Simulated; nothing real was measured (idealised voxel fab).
Process module name: voxel double patterning
Shown is cross-section cut, with a width of 210 nm and square cells of size 5 nm.
In this document a cross-section is written as a grid of square cells. It is given as a series of bands, listed from the top down, and a band is one or more rows of cells.
Read a band's entry like this: the first values are the height of its top and the height of its bottom in nm, and what follows is the sequence of materials from left to right, each with its width in nm. Note that "blank" is empty space, and that a single material marked "all across" reaches across the band from edge to edge.
For the purposes of this specification, 0 denotes the height below which the wafer in its as-received condition is composed wholly of one material, and the lowermost band, lacking a lower limit, extends downward without end, as expressed in "z 0 and below".
A width such as "30->40" changes by the same amount from each row of cells to the next, from the band's top row to its bottom row.
"remains unaltered" after a step means that no cell of the cross-section changed.
"Catalogued sealed voids" specifies each empty space that is not open to the top and that occupies no fewer than 8 cells, using the form width x height at distance, the distance measured from the left edge and all three quantities in nm.
Where a step's line continues beyond its settings, the continuation is a remark by the simulator itself on that step.
overlay nm: how far to the right of its planned place the mask lay on this masked step (negative: to the left).
# Planned step list for the process
1,RECEIVE (material Si)
2,CONFORMAL_DEP (material SiO2; thk nm 10)
3,DIRECTIONAL_DEP (material polySi; thk nm 10)
4,DIRECTIONAL_DEP (material SiN; thk nm 5)
5,PATTERN (tone open; mask id FIRST; material resist; width nm 15; pitch nm 50; thk nm 15; overlay nm 0)
6,DIRECTIONAL_ETCH (etch materials SiN; depth nm 5)
7,STRIP (etch materials resist)
8,DIRECTIONAL_DEP (material aC; thk nm 10)
9,PATTERN (tone open; mask id SECOND; material resist; width nm 15; pitch nm 50; thk nm 25; overlay nm 0)
10,DIRECTIONAL_ETCH (etch materials aC; depth nm 10)
11,STRIP (etch materials resist)
12,DIRECTIONAL_ETCH (etch materials SiN; depth nm 5)
13,STRIP (etch materials aC)
14,DIRECTIONAL_ETCH (etch materials polySi; depth nm 10)
15,STRIP (etch materials SiN)
# Shown in cross-section is the wafer as received, that is, as it stands after step 1
z 0 and below: Si all across
Catalogued sealed voids: none
# Post-module cross-section: identical start and plan to those above, one misstep in execution
z 20 to 10: SiO2 all across
z 10 to 0: polySi all across
z 0 and below: Si all across
Catalogued sealed voids: none
Deviation from plan: steps 2 and 3 were swapped
